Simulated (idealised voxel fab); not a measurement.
You're looking at the process module voxel air gaps.
Square cell edge 5 nm, section width 185 nm, ID cut.
Notation: cross-section as square-cell grid; stated in bands, top first, going down; one or more cell rows per band.
In this notation a band is specified by the heights of its top and bottom, in that order and in nm, after which its materials appear from left to right, each paired with its width in nm. The word "throughout" attached to a single material means that material fills the band from edge to edge; the word "empty" stands for empty space.
Counting heights begins at 0, where everything beneath is, in the wafer as received, one material. The lowest band has no bottom; it goes on downwards, as "0 down" shows.
Per-row width for "30->40": begins at first number (top row of band), ends at second number (bottom row), increment between rows held constant.
"nothing was modified" -> step changed no cross-section cell.
Enclosed voids (no open way to top), threshold 8 cells or more, entry "Sealed internal cavities", notation width x height at distance, distance from left edge, nm.
Note: text after step settings on the step line = simulator remark on that step.
You can add "overlay nm" to a step's line. For a step with a mask, it describes how far the mask lay to the right of its planned position, and a negative number describes a lay to the left.

## Listed below are the process steps as planned
1. RECEIVE | material Si
2. CONFORMAL_DEP | material SiO2 | thk nm 10
3. CONFORMAL_DEP | material SiN | thk nm 5
4. DIRECTIONAL_DEP | material lowk | thk nm 30
5. PATTERN | tone open | mask id LINES | material resist | width nm 20 | pitch nm 45 | thk nm 15 | overlay nm -15
6. DIRECTIONAL_ETCH | etch materials lowk | depth nm 30
7. STRIP | etch materials resist
8. CONFORMAL_DEP | material TiN | thk nm 5
9. FILL_DEP | material W | thk nm 10
10. CMP | height nm 45
11. EPI | material Ru | thk nm 10
12. SELECTIVE_ETCH | etch materials lowk | depth nm 40
13. CONFORMAL_DEP | material SiN | thk nm 5
Wafer-to-wafer difference: overlay nm, step 5. Common start. Plan = first wafer's value.

## This is how the first of several wafers looked in cross-section when it arrived, which is after step 1
0 down: Si throughout
Sealed internal cavities: none

## The following table contains a row per wafer, in which are reported, at the conclusion of the module, the cells of each material gained (+) or lost (-) since the wafer's receipt, with its closed voids given thereafter
overlay nm -15; +48 Ru; +138 SiN; +74 SiO2; +42 TiN; +30 W; Sealed internal cavities: 15 x 20 at 45; 15 x 20 at 90
overlay nm -10; +48 Ru; +138 SiN; +74 SiO2; +42 TiN; +30 W; Sealed internal cavities: 15 x 20 at 50; 15 x 20 at 95
overlay nm -5; +48 Ru; +138 SiN; +74 SiO2; +42 TiN; +30 W; Sealed internal cavities: 15 x 20 at 55; 15 x 20 at 100
overlay nm 0; +48 Ru; +138 SiN; +74 SiO2; +42 TiN; +30 W; Sealed internal cavities: 15 x 20 at 60; 15 x 20 at 105
overlay nm 5; +48 Ru; +138 SiN; +74 SiO2; +42 TiN; +30 W; Sealed internal cavities: 15 x 20 at 65; 15 x 20 at 110
overlay nm 10; +48 Ru; +138 SiN; +74 SiO2; +42 TiN; +30 W; Sealed internal cavities: 15 x 20 at 70; 15 x 20 at 115
overlay nm 15; +48 Ru; +138 SiN; +74 SiO2; +42 TiN; +30 W; Sealed internal cavities: 15 x 20 at 75; 15 x 20 at 120
